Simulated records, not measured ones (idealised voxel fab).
The document below concerns the process module designated voxel transistor to metal.
Pictured: cross-section cut, 200 nm wide, on a grid of 5 nm square cells.
Cross-section layout: square cells on a grid; listed as bands, top to bottom; a band spans one or more cell rows. A band entry consists of two parts. The first gives the height of the band's top and the height of its bottom, in nm. The rest lists the band's materials from left to right, each with its width in nm. A single material labelled with the word "full width" fills the band from edge to edge, and the word "empty" marks empty space. The level at which height equals 0 is the one under which the wafer, as it arrives, is entirely one material. No lower edge exists for the bottom band, which continues downward and is notated as in "top 0, no bottom". Graded width ("30 to 40"): value in top row of band = first number; value in bottom row = second number; row-to-row change constant. Key: "nothing was modified" - step with no changed cell in the cross-section. "Closed empty spaces" means: voids of 8 cells or more that are shut off from the top with no open way through. Written width x height at distance, distance from the left edge, in nm. Note: text after step settings on the step line = simulator remark on that step. "overlay nm" denotes, for a step that has a mask, the displacement of the mask to the right of its planned place, with negative values corresponding to the left. Read each pair as before and after one process step. The after cross-section shows only down to the lowest band that changed. The step between them and its settings are given below the pair. Pairs can come from different runs of this module on the same starting wafer. A pair continues from the pair above only where its "Pre-step cross-section" entry says so.

Pre-step cross-section:
- top 65, bottom 45: 50 of SiO2 / 15 of empty / 65 of SiO2 / 15 of empty / 55 of SiO2
- top 45, bottom 40: SiN full width
- top 40, bottom 30: Ru full width
- top 30, bottom 25: 55 of TiN / 5 of Ru / 75 of TiN / 5 of Ru / 60 of TiN
- top 25, bottom 15: 50 of SiO2 / 5 of TiN / 5 of Ru / 5 of TiN / 65 of SiO2 / 5 of TiN / 5 of Ru / 5 of TiN / 55 of SiO2
- top 15, bottom 10: 50 of SiO2 / 5 of TiN / 5 of Ru / 5 of TiN / 10 of SiO2 / 5 of SiN / 5 of HfO2 / 5 of TiN / 15 of W / 5 of TiN / 5 of HfO2 / 5 of SiN / 10 of SiO2 / 5 of TiN / 5 of Ru / 5 of TiN / 55 of SiO2
- top 10, bottom 5: 50 of SiO2 / 15 of TiN / 10 of SiO2 / 5 of SiN / 5 of HfO2 / 5 of TiN / 15 of W / 5 of TiN / 5 of HfO2 / 5 of SiN / 10 of SiO2 / 15 of TiN / 55 of SiO2
- top 5, bottom 0: 50 of SiO2 / 10 of TiN / 15 of pSi / 5 of SiN / 5 of HfO2 / 5 of TiN / 15 of W / 5 of TiN / 5 of HfO2 / 5 of SiN / 15 of pSi / 10 of TiN / 55 of SiO2
- top 0, bottom -5: 35 of SiO2 / 5 of SiN / 10 of SiO2 / 10 of TiN / 15 of pSi / 5 of SiN / 5 of HfO2 / 25 of TiN / 5 of HfO2 / 5 of SiN / 15 of pSi / 10 of TiN / 10 of SiO2 / 5 of SiN / 40 of SiO2
- top -5, bottom -10: 40 of SiO2 / 35 of pSi / 45 of HfO2 / 35 of pSi / 45 of SiO2
- top -10, bottom -20: 45 of SiO2 / 30 of pSi / 45 of Si / 30 of pSi / 50 of SiO2
- top -20, bottom -30: 45 of SiO2 / 105 of Si / 50 of SiO2
- top -30, no bottom: Si full width
- Closed empty spaces: none

Step Outcome:
- top 65, bottom 45: 50 of SiO2 / 15 of empty / 65 of SiO2 / 15 of empty / 55 of SiO2
- top 45, bottom 40: 50 of SiN / 15 of empty / 65 of SiN / 15 of empty / 55 of SiN
- For the remainder of the cross-section, below 40, there is no change.
- Closed empty spaces: none
Link between the two cross-sections above: MASKED_ETCH | tone open | mask id METAL_1 | width nm 15 | pitch nm 80 | etch materials SiN | depth nm 5 | overlay nm 0

Pre-step cross-section: same picture as after in the pair right above, so we don't repeat it.

Step Outcome:
- top 70, bottom 65: 55 of TiN / 5 of empty / 75 of TiN / 5 of empty / 60 of TiN
- top 65, bottom 45: 50 of SiO2 / 5 of TiN / 5 of empty / 5 of TiN / 65 of SiO2 / 5 of TiN / 5 of empty / 5 of TiN / 55 of SiO2
- top 45, bottom 40: 50 of SiN / 15 of TiN / 65 of SiN / 15 of TiN / 55 of SiN
- For the remainder of the cross-section, below 40, there is no change.
- Closed empty spaces: none
Link between the two cross-sections above: CONFORMAL_DEP | material TiN | thk nm 5

Pre-step cross-section: same picture as after in the pair right above, so we don't repeat it.

Step Outcome:
- top 75, bottom 70: Cu full width
- top 70, bottom 65: 55 of TiN / 5 of Cu / 75 of TiN / 5 of Cu / 60 of TiN
- top 65, bottom 45: 50 of SiO2 / 5 of TiN / 5 of Cu / 5 of TiN / 65 of SiO2 / 5 of TiN / 5 of Cu / 5 of TiN / 55 of SiO2
- For the remainder of the cross-section, below 45, there is no change.
- Closed empty spaces: none
Link between the two cross-sections above: FILL_DEP | material Cu | thk nm 5

Pre-step cross-section: same picture as after in the pair right above, so we don't repeat it.

Step Outcome:
- top 50, bottom 45: 50 of SiO2 / 5 of TiN / 5 of Cu / 5 of TiN / 65 of SiO2 / 5 of TiN / 5 of Cu / 5 of TiN / 55 of SiO2
- For the remainder of the cross-section, below 45, there is no change.
- Closed empty spaces: none
Link between the two cross-sections above: CMP | height nm 50

Pre-step cross-section: same picture as after in the pair right above, so we don't repeat it.

Step Outcome:
- top 55, bottom 50: 45 of empty / 25 of Ru / 55 of empty / 25 of Ru / 50 of empty
- For the remainder of the cross-section, below 50, there is no change.
- Closed empty spaces: none
Link between the two cross-sections above: EPI | material Ru | thk nm 5

Pre-step cross-section: same picture as after in the pair right above, so we don't repeat it.

Step Outcome:
- top 60, bottom 55: SiCN full width
- top 55, bottom 50: 45 of SiCN / 25 of Ru / 55 of SiCN / 25 of Ru / 50 of SiCN
- For the remainder of the cross-section, below 50, there is no change.
- Closed empty spaces: none
Link between the two cross-sections above: FILL_DEP | material SiCN | thk nm 5

Pre-step cross-section:
- top 35, bottom 20: 75 of empty / 5 of SiN / 35 of SiCN / 5 of SiN / 80 of empty
- top 20, bottom 5: 75 of empty / 5 of SiN / 35 of polySi / 5 of SiN / 80 of empty
- top 5, bottom 0: 60 of empty / 15 of pSi / 5 of SiN / 35 of polySi / 5 of SiN / 15 of pSi / 65 of empty
- top 0, bottom -5: 35 of empty / 5 of SiN / 20 of empty / 15 of pSi / 5 of SiN / 35 of polySi / 5 of SiN / 15 of pSi / 20 of empty / 5 of SiN / 40 of empty
- top -5, bottom -10: 40 of SiO2 / 35 of pSi / 45 of SiO2 / 35 of pSi / 45 of SiO2
- top -10, bottom -20: 45 of SiO2 / 30 of pSi / 45 of Si / 30 of pSi / 50 of SiO2
- top -20, bottom -30: 45 of SiO2 / 105 of Si / 50 of SiO2
- top -30, no bottom: Si full width
- Closed empty spaces: none

Step Outcome:
- top 35, bottom 20: 75 of empty / 5 of SiN / 35 of SiCN / 5 of SiN / 80 of empty
- top 20, bottom 10: 45 of empty / 30 of pSi / 5 of SiN / 35 of polySi / 5 of SiN / 30 of pSi / 50 of empty
- top 10, bottom 0: 30 of empty / 45 of pSi / 5 of SiN / 35 of polySi / 5 of SiN / 45 of pSi / 35 of empty
- top 0, bottom -5: 30 of empty / 5 of pSi / 5 of SiN / 35 of pSi / 5 of SiN / 35 of polySi / 5 of SiN / 35 of pSi / 5 of SiN / 5 of pSi / 35 of empty
- For the remainder of the cross-section, below -5, there is no change.
- Closed empty spaces: none
Link between the two cross-sections above: EPI | material pSi | thk nm 15

Pre-step cross-section: same picture as after in the pair right above, so we don't repeat it.

Step Outcome:
- top 45, bottom 35: SiO2 full width
- top 35, bottom 20: 75 of SiO2 / 5 of SiN / 35 of SiCN / 5 of SiN / 80 of SiO2
- top 20, bottom 10: 45 of SiO2 / 30 of pSi / 5 of SiN / 35 of polySi / 5 of SiN / 30 of pSi / 50 of SiO2
- top 10, bottom 0: 30 of SiO2 / 45 of pSi / 5 of SiN / 35 of polySi / 5 of SiN / 45 of pSi / 35 of SiO2
- top 0, bottom -5: 30 of SiO2 / 5 of pSi / 5 of SiN / 35 of pSi / 5 of SiN / 35 of polySi / 5 of SiN / 35 of pSi / 5 of SiN / 5 of pSi / 35 of SiO2
- For the remainder of the cross-section, below -5, there is no change.
- Closed empty spaces: none
Link between the two cross-sections above: FILL_DEP | material SiO2 | thk nm 10

Pre-step cross-section: same picture as after in the pair right above, so we don't repeat it.

Step Outcome:
- top 20, bottom 10: 45 of SiO2 / 30 of pSi / 5 of SiN / 35 of polySi / 5 of SiN / 30 of pSi / 50 of SiO2
- For the remainder of the cross-section, below 10, there is no change.
- Closed empty spaces: none
Link between the two cross-sections above: CMP | height nm 20

Pre-step cross-section: same picture as after in the pair right above, so we don't repeat it.

Step Outcome:
- top 20, bottom 10: 45 of SiO2 / 30 of pSi / 5 of SiN / 35 of empty / 5 of SiN / 30 of pSi / 50 of SiO2
- top 10, bottom 0: 30 of SiO2 / 45 of pSi / 5 of SiN / 35 of empty / 5 of SiN / 45 of pSi / 35 of SiO2
- top 0, bottom -5: 30 of SiO2 / 5 of pSi / 5 of SiN / 35 of pSi / 5 of SiN / 35 of empty / 5 of SiN / 35 of pSi / 5 of SiN / 5 of pSi / 35 of SiO2
- For the remainder of the cross-section, below -5, there is no change.
- Closed empty spaces: none
Link between the two cross-sections above: STRIP | etch materials polySi

Pre-step cross-section: same picture as after in the pair right above, so we don't repeat it.

Step Outcome:
- top 20, bottom 15: 45 of empty / 30 of pSi / 5 of SiN / 35 of empty / 5 of SiN / 30 of pSi / 50 of empty
- top 15, bottom 10: 45 of SiO2 / 30 of pSi / 5 of SiN / 35 of empty / 5 of SiN / 30 of pSi / 50 of SiO2
- top 10, bottom 0: 30 of SiO2 / 45 of pSi / 5 of SiN / 35 of empty / 5 of SiN / 45 of pSi / 35 of SiO2
- top 0, bottom -5: 30 of SiO2 / 5 of pSi / 5 of SiN / 35 of pSi / 5 of SiN / 35 of empty / 5 of SiN / 35 of pSi / 5 of SiN / 5 of pSi / 35 of SiO2
- top -5, bottom -10: 40 of SiO2 / 35 of pSi / 45 of empty / 35 of pSi / 45 of SiO2
- For the remainder of the cross-section, below -10, there is no change.
- Closed empty spaces: none
Link between the two cross-sections above: SELECTIVE_ETCH | etch materials SiO2 | depth nm 5

Pre-step cross-section: same picture as after in the pair right above, so we don't repeat it.

Step Outcome:
- top 25, bottom 20: 40 of empty / 45 of HfO2 / 25 of empty / 45 of HfO2 / 45 of empty
- top 20, bottom 15: 45 of HfO2 / 30 of pSi / 5 of SiN / 5 of HfO2 / 25 of empty / 5 of HfO2 / 5 of SiN / 30 of pSi / 50 of HfO2
- top 15, bottom 10: 45 of SiO2 / 30 of pSi / 5 of SiN / 5 of HfO2 / 25 of empty / 5 of HfO2 / 5 of SiN / 30 of pSi / 50 of SiO2
- top 10, bottom 0: 30 of SiO2 / 45 of pSi / 5 of SiN / 5 of HfO2 / 25 of empty / 5 of HfO2 / 5 of SiN / 45 of pSi / 35 of SiO2
- top 0, bottom -5: 30 of SiO2 / 5 of pSi / 5 of SiN / 35 of pSi / 5 of SiN / 5 of HfO2 / 25 of empty / 5 of HfO2 / 5 of SiN / 35 of pSi / 5 of SiN / 5 of pSi / 35 of SiO2
- top -5, bottom -10: 40 of SiO2 / 35 of pSi / 45 of HfO2 / 35 of pSi / 45 of SiO2
- For the remainder of the cross-section, below -10, there is no change.
- Closed empty spaces: none
Link between the two cross-sections above: CONFORMAL_DEP | material HfO2 | thk nm 5

Pre-step cross-section: same picture as after in the pair right above, so we don't repeat it.

Step Outcome:
- top 30, bottom 25: 35 of empty / 55 of TiN / 15 of empty / 55 of TiN / 40 of empty
- top 25, bottom 20: 40 of TiN / 45 of HfO2 / 5 of TiN / 15 of empty / 5 of TiN / 45 of HfO2 / 45 of TiN
- top 20, bottom 15: 45 of HfO2 / 30 of pSi / 5 of SiN / 5 of HfO2 / 5 of TiN / 15 of empty / 5 of TiN / 5 of HfO2 / 5 of SiN / 30 of pSi / 50 of HfO2
- top 15, bottom 10: 45 of SiO2 / 30 of pSi / 5 of SiN / 5 of HfO2 / 5 of TiN / 15 of empty / 5 of TiN / 5 of HfO2 / 5 of SiN / 30 of pSi / 50 of SiO2
- top 10, bottom 0: 30 of SiO2 / 45 of pSi / 5 of SiN / 5 of HfO2 / 5 of TiN / 15 of empty / 5 of TiN / 5 of HfO2 / 5 of SiN / 45 of pSi / 35 of SiO2
- top 0, bottom -5: 30 of SiO2 / 5 of pSi / 5 of SiN / 35 of pSi / 5 of SiN / 5 of HfO2 / 25 of TiN / 5 of HfO2 / 5 of SiN / 35 of pSi / 5 of SiN / 5 of pSi / 35 of SiO2
- For the remainder of the cross-section, below -5, there is no change.
- Closed empty spaces: none
Link between the two cross-sections above: CONFORMAL_DEP | material TiN | thk nm 5

Pre-step cross-section: same picture as after in the pair right above, so we don't repeat it.

Step Outcome:
- top 40, bottom 30: W full width
- top 30, bottom 25: 35 of W / 55 of TiN / 15 of W / 55 of TiN / 40 of W
- top 25, bottom 20: 40 of TiN / 45 of HfO2 / 5 of TiN / 15 of W / 5 of TiN / 45 of HfO2 / 45 of TiN
- top 20, bottom 15: 45 of HfO2 / 30 of pSi / 5 of SiN / 5 of HfO2 / 5 of TiN / 15 of W / 5 of TiN / 5 of HfO2 / 5 of SiN / 30 of pSi / 50 of HfO2
- top 15, bottom 10: 45 of SiO2 / 30 of pSi / 5 of SiN / 5 of HfO2 / 5 of TiN / 15 of W / 5 of TiN / 5 of HfO2 / 5 of SiN / 30 of pSi / 50 of SiO2
- top 10, bottom 0: 30 of SiO2 / 45 of pSi / 5 of SiN / 5 of HfO2 / 5 of TiN / 15 of W / 5 of TiN / 5 of HfO2 / 5 of SiN / 45 of pSi / 35 of SiO2
- For the remainder of the cross-section, below 0, there is no change.
- Closed empty spaces: none
Link between the two cross-sections above: FILL_DEP | material W | thk nm 10

Pre-step cross-section: same picture as after in the pair right above, so we don't repeat it.

Step Outcome:
- top 15, bottom 10: 45 of SiO2 / 30 of pSi / 5 of SiN / 5 of HfO2 / 5 of TiN / 15 of W / 5 of TiN / 5 of HfO2 / 5 of SiN / 30 of pSi / 50 of SiO2
- For the remainder of the cross-section, below 10, there is no change.
- Closed empty spaces: none
Link between the two cross-sections above: CMP | height nm 15

Pre-step cross-section: same picture as after in the pair right above, so we don't repeat it.

Step Outcome:
- top 25, bottom 15: SiO2 full width
- For the remainder of the cross-section, below 15, there is no change.
- Closed empty spaces: none
Link between the two cross-sections above: DIRECTIONAL_DEP | material SiO2 | thk nm 10

Pre-step cross-section: same picture as after in the pair right above, so we don't repeat it.

Step Outcome:
- top 25, bottom 15: 50 of SiO2 / 15 of empty / 65 of SiO2 / 15 of empty / 55 of SiO2
- For the remainder of the cross-section, below 15, there is no change.
- Closed empty spaces: none
Link between the two cross-sections above: MASKED_ETCH | tone open | mask id CONTACT | width nm 15 | pitch nm 80 | etch materials SiO2 | depth nm 30 | overlay nm 0

Pre-step cross-section: same picture as after in the pair right above, so we don't repeat it.

Step Outcome:
- top 30, bottom 25: 55 of TiN / 5 of empty / 75 of TiN / 5 of empty / 60 of TiN
- top 25, bottom 20: 50 of SiO2 / 5 of TiN / 5 of empty / 5 of TiN / 65 of SiO2 / 5 of TiN / 5 of empty / 5 of TiN / 55 of SiO2
- top 20, bottom 15: 50 of SiO2 / 15 of TiN / 65 of SiO2 / 15 of TiN / 55 of SiO2
- For the remainder of the cross-section, below 15, there is no change.
- Closed empty spaces: none
Link between the two cross-sections above: CONFORMAL_DEP | material TiN | thk nm 5

Pre-step cross-section: same picture as after in the pair right above, so we don't repeat it.

Step Outcome:
- top 40, bottom 30: Ru full width
- top 30, bottom 25: 55 of TiN / 5 of Ru / 75 of TiN / 5 of Ru / 60 of TiN
- top 25, bottom 20: 50 of SiO2 / 5 of TiN / 5 of Ru / 5 of TiN / 65 of SiO2 / 5 of TiN / 5 of Ru / 5 of TiN / 55 of SiO2
- For the remainder of the cross-section, below 20, there is no change.
- Closed empty spaces: none
Link between the two cross-sections above: FILL_DEP | material Ru | thk nm 10

Pre-step cross-section: same picture as after in the pair right above, so we don't repeat it.

Step Outcome:
- top 25, bottom 20: 50 of SiO2 / 5 of TiN / 5 of Ru / 5 of TiN / 65 of SiO2 / 5 of TiN / 5 of Ru / 5 of TiN / 55 of SiO2
- For the remainder of the cross-section, below 20, there is no change.
- Closed empty spaces: none
Link between the two cross-sections above: CMP | height nm 25

Pre-step cross-section: same picture as after in the pair right above, so we don't repeat it.

Step Outcome:
- top 30, bottom 25: SiN full width
- For the remainder of the cross-section, below 25, there is no change.
- Closed empty spaces: none
Link between the two cross-sections above: CONFORMAL_DEP | material SiN | thk nm 5

Pre-step cross-section: same picture as after in the pair right above, so we don't repeat it.

Step Outcome:
- top 50, bottom 30: SiO2 full width
- For the remainder of the cross-section, below 30, there is no change.
- Closed empty spaces: none
Link between the two cross-sections above: DIRECTIONAL_DEP | material SiO2 | thk nm 20

Pre-step cross-section: same picture as after in the pair right above, so we don't repeat it.

Step Outcome:
- top 50, bottom 30: 50 of SiO2 / 15 of empty / 65 of SiO2 / 15 of empty / 55 of SiO2
- For the remainder of the cross-section, below 30, there is no change.
- Closed empty spaces: none
Link between the two cross-sections above: MASKED_ETCH | tone open | mask id METAL_1 | width nm 15 | pitch nm 80 | etch materials SiO2 | depth nm 20 | overlay nm 0

Pre-step cross-section: same picture as after in the pair right above, so we don't repeat it.

Step Outcome:
- top 50, bottom 30: 50 of SiO2 / 15 of empty / 65 of SiO2 / 15 of empty / 55 of SiO2
- top 30, bottom 25: 50 of SiN / 15 of empty / 65 of SiN / 15 of empty / 55 of SiN
- For the remainder of the cross-section, below 25, there is no change.
- Closed empty spaces: none
Link between the two cross-sections above: MASKED_ETCH | tone open | mask id METAL_1 | width nm 15 | pitch nm 80 | etch materials SiN | depth nm 5 | overlay nm 0

Pre-step cross-section: same picture as after in the pair right above, so we don't repeat it.

Step Outcome:
- top 55, bottom 50: 55 of TiN / 5 of empty / 75 of TiN / 5 of empty / 60 of TiN
- top 50, bottom 30: 50 of SiO2 / 5 of TiN / 5 of empty / 5 of TiN / 65 of SiO2 / 5 of TiN / 5 of empty / 5 of TiN / 55 of SiO2
- top 30, bottom 25: 50 of SiN / 15 of TiN / 65 of SiN / 15 of TiN / 55 of SiN
- For the remainder of the cross-section, below 25, there is no change.
- Closed empty spaces: none
Link between the two cross-sections above: CONFORMAL_DEP | material TiN | thk nm 5

Pre-step cross-section: same picture as after in the pair right above, so we don't repeat it.

Step Outcome:
- top 60, bottom 55: Cu full width
- top 55, bottom 50: 55 of TiN / 5 of Cu / 75 of TiN / 5 of Cu / 60 of TiN
- top 50, bottom 30: 50 of SiO2 / 5 of TiN / 5 of Cu / 5 of TiN / 65 of SiO2 / 5 of TiN / 5 of Cu / 5 of TiN / 55 of SiO2
- For the remainder of the cross-section, below 30, there is no change.
- Closed empty spaces: none
Link between the two cross-sections above: FILL_DEP | material Cu | thk nm 5

Pre-step cross-section: same picture as after in the pair right above, so we don't repeat it.

Step Outcome:
- top 50, bottom 30: 50 of SiO2 / 5 of TiN / 5 of Cu / 5 of TiN / 65 of SiO2 / 5 of TiN / 5 of Cu / 5 of TiN / 55 of SiO2
- For the remainder of the cross-section, below 30, there is no change.
- Closed empty spaces: none
Link between the two cross-sections above: CMP | height nm 50

Pre-step cross-section: same picture as after in the pair right above, so we don't repeat it.

Step Outcome:
- top 55, bottom 50: 45 of empty / 25 of Ru / 55 of empty / 25 of Ru / 50 of empty
- For the remainder of the cross-section, below 50, there is no change.
- Closed empty spaces: none
Link between the two cross-sections above: EPI | material Ru | thk nm 5

Pre-step cross-section: same picture as after in the pair right above, so we don't repeat it.

Step Outcome:
- top 60, bottom 55: SiCN full width
- top 55, bottom 50: 45 of SiCN / 25 of Ru / 55 of SiCN / 25 of Ru / 50 of SiCN
- For the remainder of the cross-section, below 50, there is no change.
- Closed empty spaces: none
Link between the two cross-sections above: FILL_DEP | material SiCN | thk nm 5

Pre-step cross-section:
- top 10, bottom 5: 40 of empty / 115 of SiN / 45 of empty
- top 5, bottom 0: 40 of SiO2 / 115 of SiN / 45 of SiO2
- top 0, bottom -5: SiO2 full width
- top -5, bottom -30: 45 of SiO2 / 105 of Si / 50 of SiO2
- top -30, no bottom: Si full width
- Closed empty spaces: none

Step Outcome:
- top 10, bottom 0: 40 of empty / 115 of SiN / 45 of empty
- For the remainder of the cross-section, below 0, there is no change.
- Closed empty spaces: none
Link between the two cross-sections above: SELECTIVE_ETCH | etch materials SiO2 | depth nm 5

Pre-step cross-section: same picture as after in the pair right above, so we don't repeat it.

Step Outcome:
- top 0, bottom -5: SiO2 full width
- For the remainder of the cross-section, below -5, there is no change.
- Closed empty spaces: none
Link between the two cross-sections above: STRIP | etch materials SiN

Pre-step cross-section: same picture as after in the pair right above, so we don't repeat it.

Step Outcome:
- top 25, bottom 0: polySi full width
- For the remainder of the cross-section, below 0, there is no change.
- Closed empty spaces: none
Link between the two cross-sections above: DIRECTIONAL_DEP | material polySi | thk nm 25

Pre-step cross-section: same picture as after in the pair right above, so we don't repeat it.

Step Outcome:
- top 40, bottom 25: SiCN full width
- For the remainder of the cross-section, below 25, there is no change.
- Closed empty spaces: none
Link between the two cross-sections above: DIRECTIONAL_DEP | material SiCN | thk nm 15

Pre-step cross-section: same picture as after in the pair right above, so we don't repeat it.

Step Outcome:
- top 55, bottom 40: 80 of empty / 35 of resist / 85 of empty
- For the remainder of the cross-section, below 40, there is no change.
- Closed empty spaces: none
Link between the two cross-sections above: PATTERN | tone cover | mask id GATE | material resist | width nm 35 | thk nm 15 | overlay nm 0

Pre-step cross-section: same picture as after in the pair right above, so we don't repeat it.

Step Outcome:
- top 55, bottom 40: 80 of empty / 35 of resist / 85 of empty
- top 40, bottom 25: 80 of empty / 35 of SiCN / 85 of empty
- For the remainder of the cross-section, below 25, there is no change.
- Closed empty spaces: none
Link between the two cross-sections above: DIRECTIONAL_ETCH | etch materials SiCN | depth nm 25

Pre-step cross-section: same picture as after in the pair right above, so we don't repeat it.

Step Outcome:
- top 55, bottom 40: 80 of empty / 35 of resist / 85 of empty
- top 40, bottom 25: 80 of empty / 35 of SiCN / 85 of empty
- top 25, bottom 0: 80 of empty / 35 of polySi / 85 of empty
- For the remainder of the cross-section, below 0, there is no change.
- Closed empty spaces: none
Link between the two cross-sections above: DIRECTIONAL_ETCH | etch materials polySi | depth nm 35

Pre-step cross-section: same picture as after in the pair right above, so we don't repeat it.

Step Outcome:
- top 40, bottom 25: 80 of empty / 35 of SiCN / 85 of empty
- For the remainder of the cross-section, below 25, there is no change.
- Closed empty spaces: none
Link between the two cross-sections above: STRIP | etch materials resist

Pre-step cross-section: same picture as after in the pair right above, so we don't repeat it.

Step Outcome:
- top 45, bottom 40: 75 of empty / 45 of SiN / 80 of empty
- top 40, bottom 25: 75 of empty / 5 of SiN / 35 of SiCN / 5 of SiN / 80 of empty
- top 25, bottom 5: 75 of empty / 5 of SiN / 35 of polySi / 5 of SiN / 80 of empty
- top 5, bottom 0: 80 of SiN / 35 of polySi / 85 of SiN
- For the remainder of the cross-section, below 0, there is no change.
- Closed empty spaces: none
Link between the two cross-sections above: CONFORMAL_DEP | material SiN | thk nm 5

Pre-step cross-section: same picture as after in the pair right above, so we don't repeat it.

Step Outcome:
- top 40, bottom 25: 75 of empty / 5 of SiN / 35 of SiCN / 5 of SiN / 80 of empty
- top 25, bottom 0: 75 of empty / 5 of SiN / 35 of polySi / 5 of SiN / 80 of empty
- For the remainder of the cross-section, below 0, there is no change.
- Closed empty spaces: none
Link between the two cross-sections above: DIRECTIONAL_ETCH | etch materials SiN | depth nm 5

Pre-step cross-section: same picture as after in the pair right above, so we don't repeat it.

Step Outcome:
- top 40, bottom 25: 75 of empty / 5 of SiN / 35 of SiCN / 5 of SiN / 80 of empty
- top 25, bottom 0: 75 of empty / 5 of SiN / 35 of polySi / 5 of SiN / 80 of empty
- top 0, bottom -5: 75 of empty / 45 of SiO2 / 80 of empty
- For the remainder of the cross-section, below -5, there is no change.
- Closed empty spaces: none
Link between the two cross-sections above: DIRECTIONAL_ETCH | etch materials SiO2 | depth nm 5

Pre-step cross-section: same picture as after in the pair right above, so we don't repeat it.

Step Outcome:
- top 40, bottom 25: 75 of empty / 5 of SiN / 35 of SiCN / 5 of SiN / 80 of empty
- top 25, bottom 0: 75 of empty / 5 of SiN / 35 of polySi / 5 of SiN / 80 of empty
- top 0, bottom -5: 75 of empty / 45 of SiO2 / 80 of empty
- top -5, bottom -15: 45 of SiO2 / 30 of empty / 45 of Si / 30 of empty / 50 of SiO2
- For the remainder of the cross-section, below -15, there is no change.
- Closed empty spaces: none
Link between the two cross-sections above: DIRECTIONAL_ETCH | etch materials Si | depth nm 10

Pre-step cross-section: same picture as after in the pair right above, so we don't repeat it.

Step Outcome:
- top 40, bottom 25: 75 of empty / 5 of SiN / 35 of SiCN / 5 of SiN / 80 of empty
- top 25, bottom 10: 75 of empty / 5 of SiN / 35 of polySi / 5 of SiN / 80 of empty
- top 10, bottom 0: 60 of empty / 15 of pSi / 5 of SiN / 35 of polySi / 5 of SiN / 15 of pSi / 65 of empty
- top 0, bottom -5: 40 of empty / 35 of pSi / 45 of SiO2 / 35 of pSi / 45 of empty
- top -5, bottom -15: 45 of SiO2 / 30 of pSi / 45 of Si / 30 of pSi / 50 of SiO2
- For the remainder of the cross-section, below -15, there is no change.
- Closed empty spaces: none
Link between the two cross-sections above: EPI | material pSi | thk nm 15

Pre-step cross-section: same picture as after in the pair right above, so we don't repeat it.

Step Outcome:
- top 50, bottom 40: SiO2 full width
- top 40, bottom 25: 75 of SiO2 / 5 of SiN / 35 of SiCN / 5 of SiN / 80 of SiO2
- top 25, bottom 10: 75 of SiO2 / 5 of SiN / 35 of polySi / 5 of SiN / 80 of SiO2
- top 10, bottom 0: 60 of SiO2 / 15 of pSi / 5 of SiN / 35 of polySi / 5 of SiN / 15 of pSi / 65 of SiO2
- top 0, bottom -5: 40 of SiO2 / 35 of pSi / 45 of SiO2 / 35 of pSi / 45 of SiO2
- For the remainder of the cross-section, below -5, there is no change.
- Closed empty spaces: none
Link between the two cross-sections above: FILL_DEP | material SiO2 | thk nm 10

Pre-step cross-section: same picture as after in the pair right above, so we don't repeat it.

Step Outcome:
- top 20, bottom 10: 75 of SiO2 / 5 of SiN / 35 of polySi / 5 of SiN / 80 of SiO2
- For the remainder of the cross-section, below 10, there is no change.
- Closed empty spaces: none
Link between the two cross-sections above: CMP | height nm 20

Pre-step cross-section: same picture as after in the pair right above, so we don't repeat it.

Step Outcome:
- top 20, bottom 10: 75 of SiO2 / 5 of SiN / 35 of empty / 5 of SiN / 80 of SiO2
- top 10, bottom 0: 60 of SiO2 / 15 of pSi / 5 of SiN / 35 of empty / 5 of SiN / 15 of pSi / 65 of SiO2
- For the remainder of the cross-section, below 0, there is no change.
- Closed empty spaces: none
Link between the two cross-sections above: STRIP | etch materials polySi

Pre-step cross-section: same picture as after in the pair right above, so we don't repeat it.

Step Outcome:
- top 20, bottom 15: 75 of empty / 5 of SiN / 35 of empty / 5 of SiN / 80 of empty
- top 15, bottom 10: 75 of SiO2 / 5 of SiN / 35 of empty / 5 of SiN / 80 of SiO2
- top 10, bottom 0: 60 of SiO2 / 15 of pSi / 5 of SiN / 35 of empty / 5 of SiN / 15 of pSi / 65 of SiO2
- top 0, bottom -5: 40 of SiO2 / 35 of pSi / 45 of empty / 35 of pSi / 45 of SiO2
- For the remainder of the cross-section, below -5, there is no change.
- Closed empty spaces: none
Link between the two cross-sections above: SELECTIVE_ETCH | etch materials SiO2 | depth nm 5

Pre-step cross-section: same picture as after in the pair right above, so we don't repeat it.

Step Outcome:
- top 25, bottom 20: 70 of empty / 15 of HfO2 / 25 of empty / 15 of HfO2 / 75 of empty
- top 20, bottom 15: 75 of HfO2 / 5 of SiN / 5 of HfO2 / 25 of empty / 5 of HfO2 / 5 of SiN / 80 of HfO2
- top 15, bottom 10: 75 of SiO2 / 5 of SiN / 5 of HfO2 / 25 of empty / 5 of HfO2 / 5 of SiN / 80 of SiO2
- top 10, bottom 0: 60 of SiO2 / 15 of pSi / 5 of SiN / 5 of HfO2 / 25 of empty / 5 of HfO2 / 5 of SiN / 15 of pSi / 65 of SiO2
- top 0, bottom -5: 40 of SiO2 / 35 of pSi / 45 of HfO2 / 35 of pSi / 45 of SiO2
- For the remainder of the cross-section, below -5, there is no change.
- Closed empty spaces: none
Link between the two cross-sections above: CONFORMAL_DEP | material HfO2 | thk nm 5

Pre-step cross-section: same picture as after in the pair right above, so we don't repeat it.

Step Outcome:
- top 30, bottom 25: 65 of empty / 25 of TiN / 15 of empty / 25 of TiN / 70 of empty
- top 25, bottom 20: 70 of TiN / 15 of HfO2 / 5 of TiN / 15 of empty / 5 of TiN / 15 of HfO2 / 75 of TiN
- top 20, bottom 15: 75 of HfO2 / 5 of SiN / 5 of HfO2 / 5 of TiN / 15 of empty / 5 of TiN / 5 of HfO2 / 5 of SiN / 80 of HfO2
- top 15, bottom 10: 75 of SiO2 / 5 of SiN / 5 of HfO2 / 5 of TiN / 15 of empty / 5 of TiN / 5 of HfO2 / 5 of SiN / 80 of SiO2
- top 10, bottom 5: 60 of SiO2 / 15 of pSi / 5 of SiN / 5 of HfO2 / 5 of TiN / 15 of empty / 5 of TiN / 5 of HfO2 / 5 of SiN / 15 of pSi / 65 of SiO2
- top 5, bottom 0: 60 of SiO2 / 15 of pSi / 5 of SiN / 5 of HfO2 / 25 of TiN / 5 of HfO2 / 5 of SiN / 15 of pSi / 65 of SiO2
- For the remainder of the cross-section, below 0, there is no change.
- Closed empty spaces: none
Link between the two cross-sections above: CONFORMAL_DEP | material TiN | thk nm 5
